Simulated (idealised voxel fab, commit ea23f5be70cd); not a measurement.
Module name: voxel double patterning (process module)
Cross-sectional view cut (width: 230 nm; square cell size: 5 nm).
This document writes a cross-section as a grid whose cells are square, and gives it as bands, listed from the top down; one or more rows of cells form a band.
Per band: top height and bottom height in nm, followed by the left-to-right materials and their widths in nm; "everywhere" marks a single material spanning edge to edge, "blank" marks empty space.
Heights are reckoned from 0. Under this level, the received wafer is all of one material. The bottommost band is open-ended downward, for example "from 0 down".
The width entry "30->40" should be interpreted row by row: the top row of cells in the band takes the first number, the bottom row takes the second number, and the change between adjacent rows is uniform throughout.
"nothing altered", as given for a step, is the statement that not any cell of the cross-section underwent a change during that step.
"Completely enclosed voids" means: voids of 8 cells or more that are shut off from the top with no open way through. Written width x height at distance, distance from the left edge, in nm.
Post-settings text on a step line: simulator's own remark regarding the step.
What "overlay nm" on a step's line means: if the step has a mask, that mask lay this far to the right of its planned place, or, when the value is negative, to the left.
# The following list gives the planned process steps
1: RECEIVE, material Si
2: CONFORMAL_DEP, material SiO2, thk nm 5
3: DIRECTIONAL_DEP, material TiN, thk nm 10
4: DIRECTIONAL_DEP, material SiCN, thk nm 5
5: DIRECTIONAL_DEP, material aC, thk nm 15
6: PATTERN, tone open, mask id FIRST, material resist, width nm 15, pitch nm 50, thk nm 30, overlay nm 0
7: DIRECTIONAL_ETCH, etch materials aC, depth nm 15
8: STRIP, etch materials resist
9: DIRECTIONAL_ETCH, etch materials SiCN, depth nm 5
10: STRIP, etch materials aC
11: MASKED_ETCH, tone open, mask id SECOND, width nm 15, etch materials SiCN, depth nm 5, overlay nm 0
12: DIRECTIONAL_ETCH, etch materials TiN, depth nm 10
13: STRIP, etch materials SiCN
# This is the cross-section of the wafer as we received it, i.e. after step 1
> from 0 down = Si everywhere
> Completely enclosed voids: none
# Cross-sectional image of the first of two wafers at the end of the module, the run having proceeded as planned
> from 15 to 5 = TiN=80  blank=15  TiN=10  blank=15  TiN=10  blank=15  TiN=85
> from 5 to 0 = SiO2 everywhere
> from 0 down = Si everywhere
> Completely enclosed voids: none
# Cross-section of the latter of the two wafers at module completion. It had an identical start and an identical plan to the former; in running it, one mistake was made
> from 10 to 0 = TiN=80  blank=15  TiN=10  blank=15  TiN=10  blank=15  TiN=85
> from 0 down = Si everywhere
> Completely enclosed voids: none
Misprocessing identified: the plan's step 2 was left out and never carried out
End check, counted in cells, second wafer has more or fewer of these materials than the first: -46 SiO2
